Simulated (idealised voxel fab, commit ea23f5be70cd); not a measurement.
A process module follows: voxel trench capacitor.
Section cut is 265 nm wide and gridded with 5 nm square cells.
This document writes a cross-section as a grid whose cells are square, and gives it as bands, listed from the top down; one or more rows of cells form a band. Band entry format. Leading values: height of top, height of bottom, nm. Remainder: materials in left-to-right order, each with its width in nm. Special words: "full width" on a single material, which then fills the band edge to edge; "empty", empty space. We count height from 0. Below that, the starting wafer is all one material. The lowest band never ends at the bottom but goes on down; see "0 -> down" for how that is written. Think of "30..40" as a width that walks from the first number to the second as you go down the band, top row to bottom row, taking equal-sized steps from row to row. Basically "remained unchanged" means that step didn't change any cell in the cross-section. The label "Closed void register" introduces a list of the empty spaces, 8 cells or larger, that have no open way up to the top; each entry in it reads width x height at distance, where the distance is taken from the left edge and all three are stated in nm. Step line, after settings: the simulator's comment on this step. Among the settings permitted on a step's line is "overlay nm"; applied to a step with a mask, it specifies the extent to which the mask lay to the right of its planned position, whereas a negative figure signifies a position to the left.
LIST OF PLANNED PROCESS STEPS
1) RECEIVE with material Si
2) CONFORMAL_DEP with material SiN, thk nm 5
3) DIRECTIONAL_DEP with material aC, thk nm 10
4) PATTERN with tone open, mask id TRENCH, material resist, width nm 30, pitch nm 60, thk nm 30, overlay nm 0
5) DIRECTIONAL_ETCH with etch materials aC, depth nm 10
6) STRIP with etch materials resist
7) DIRECTIONAL_ETCH with etch materials SiN, depth nm 5
8) DIRECTIONAL_ETCH with etch materials Si, depth nm 40
9) STRIP with etch materials aC
10) CONFORMAL_DEP with material HfO2, thk nm 5
11) CONFORMAL_DEP with material TiN, thk nm 5
12) FILL_DEP with material W, thk nm 5
13) CMP with height nm 5
WAFER CROSS-SECTION ON RECEIPT, I.E. AFTER STEP 1
  0 -> down: Si full width
  Closed void register: none
END-OF-MODULE CROSS-SECTION OF THE FIRST OF TWO WAFERS, PROCESSED AS PLANNED
  5 -> 0: SiN 85 nm / HfO2 5 nm / TiN 5 nm / W 10 nm / TiN 5 nm / HfO2 5 nm / SiN 30 nm / HfO2 5 nm / TiN 5 nm / W 10 nm / TiN 5 nm / HfO2 5 nm / SiN 90 nm
  0 -> -30: Si 85 nm / HfO2 5 nm / TiN 5 nm / W 10 nm / TiN 5 nm / HfO2 5 nm / Si 30 nm / HfO2 5 nm / TiN 5 nm / W 10 nm / TiN 5 nm / HfO2 5 nm / Si 90 nm
  -30 -> -35: Si 85 nm / HfO2 5 nm / TiN 20 nm / HfO2 5 nm / Si 30 nm / HfO2 5 nm / TiN 20 nm / HfO2 5 nm / Si 90 nm
  -35 -> -40: Si 85 nm / HfO2 30 nm / Si 30 nm / HfO2 30 nm / Si 90 nm
  -40 -> down: Si full width
  Closed void register: none
CROSS-SECTION AT END OF MODULE FOR THE SECOND WAFER OF TWO, WHICH MATCHED THE FIRST IN STARTING POINT AND PLAN AND DIFFERED BY ONE MISTAKE IN ITS PROCESSING
  5 -> 0: W 75 nm / TiN 5 nm / HfO2 5 nm / SiN 30 nm / HfO2 5 nm / TiN 5 nm / W 10 nm / TiN 5 nm / HfO2 5 nm / SiN 30 nm / HfO2 5 nm / TiN 5 nm / W 80 nm
  0 -> -30: W 75 nm / TiN 5 nm / HfO2 5 nm / Si 30 nm / HfO2 5 nm / TiN 5 nm / W 10 nm / TiN 5 nm / HfO2 5 nm / Si 30 nm / HfO2 5 nm / TiN 5 nm / W 80 nm
  -30 -> -35: TiN 80 nm / HfO2 5 nm / Si 30 nm / HfO2 5 nm / TiN 20 nm / HfO2 5 nm / Si 30 nm / HfO2 5 nm / TiN 85 nm
  -35 -> -40: HfO2 85 nm / Si 30 nm / HfO2 30 nm / Si 30 nm / HfO2 90 nm
  -40 -> down: Si full width
  Closed void register: none
Nonconformance to the process plan: step 4 ran differently from the plan; actual operation with settings: PATTERN with tone cover, mask id TRENCH, material resist, width nm 30, pitch nm 60, thk nm 30, overlay nm 0
Wrapping up, a cell-based count of both wafers puts the second over or under the first for these materials: HfO2: 29 more | Si: 232 fewer | SiN: 29 fewer | TiN: 29 more | W: 203 more
